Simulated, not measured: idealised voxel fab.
process module | voxel ribs on slabs
For reference, the cross-section in this document is cut, with width 270 nm and square cells of 5 nm.
Reading order for cross-sections: top band down to bottom band. Underlying form: a grid of square cells. Band size: one or more rows of cells. A band entry consists of two parts. The first gives the height of the band's top and the height of its bottom, in nm. The rest lists the band's materials from left to right, each with its width in nm. A single material labelled with the word "all across" fills the band from edge to edge, and the word "empty" marks empty space. Basically, 0 is our baseline, since under it the wafer straight out of the box is all one material. The bottom band has no lower end and keeps on going down, so it looks like "z 0 and below". When a width is written as two numbers, as in "30..40", the first number is the width in the top row of cells of the band and the second is the width in its bottom row, and the width changes by the same amount from each row to the next. The cross-section has no changed cell in any step marked "nothing different". Enclosed voids (no open way to top), threshold 8 cells or more, entry "Sealed cavities", notation width x height at distance, distance from left edge, nm. Post-settings text on a step line: simulator's own remark regarding the step. overlay nm: where the mask lay relative to plan, measured to the right, on steps with a mask; negatives go left.
Here's what the planned process steps look like:
1: RECEIVE (material Si)
2: DIRECTIONAL_DEP (material SiO2; thk nm 20)
3: DIRECTIONAL_DEP (material polySi; thk nm 25)
4: MASKED_ETCH (tone cover; mask id RIB; width nm 20; etch materials polySi; depth nm 5; overlay nm 0)
5: MASKED_ETCH (tone cover; mask id SLAB; width nm 80; etch materials polySi; depth nm 20; overlay nm 0)
6: FILL_DEP (material SiO2; thk nm 30)
7: CMP (height nm 75)
8: DIRECTIONAL_DEP (material W; thk nm 10)
9: PATTERN (tone cover; mask id HEATER; material resist; width nm 30; thk nm 15; overlay nm 0)
10: DIRECTIONAL_ETCH (etch materials W; depth nm 10)
11: STRIP (etch materials resist)
12: CONFORMAL_DEP (material SiO2; thk nm 10)
Same starting wafers, different thk nm at step 2. Plan value belongs to the first wafer.
Cross-section of the first of several wafers as received (after step 1):
  z 0 and below | Si all across
  Sealed cavities: none
After the module's final step, step 12: the first of several wafers in cross-section:
  z 95 to 85 | empty 110  SiO2 50  empty 110
  z 85 to 75 | SiO2 120  W 30  SiO2 120
  z 75 to 45 | SiO2 all across
  z 45 to 40 | SiO2 125  polySi 20  SiO2 125
  z 40 to 20 | SiO2 95  polySi 80  SiO2 95
  z 20 to 0 | SiO2 all across
  z 0 and below | Si all across
  Sealed cavities: none
Of the several wafers, the last: cross-section at the end of the module:
  z 95 to 85 | empty 110  SiO2 50  empty 110
  z 85 to 75 | SiO2 120  W 30  SiO2 120
  z 75 to 70 | SiO2 all across
  z 70 to 65 | SiO2 125  polySi 20  SiO2 125
  z 65 to 45 | SiO2 95  polySi 80  SiO2 95
  z 45 to 0 | SiO2 all across
  z 0 and below | Si all across
  Sealed cavities: none
Per wafer, end of module: cells gained (+) or lost (-) per material since receipt, then closed voids:
thk nm 20; +858 SiO2; +12 W; +68 polySi; Sealed cavities: none
thk nm 25; +858 SiO2; +12 W; +68 polySi; Sealed cavities: none
thk nm 30; +858 SiO2; +12 W; +68 polySi; Sealed cavities: none
thk nm 35; +858 SiO2; +12 W; +68 polySi; Sealed cavities: none
thk nm 40; +858 SiO2; +12 W; +68 polySi; Sealed cavities: none
thk nm 45; +858 SiO2; +12 W; +68 polySi; Sealed cavities: none
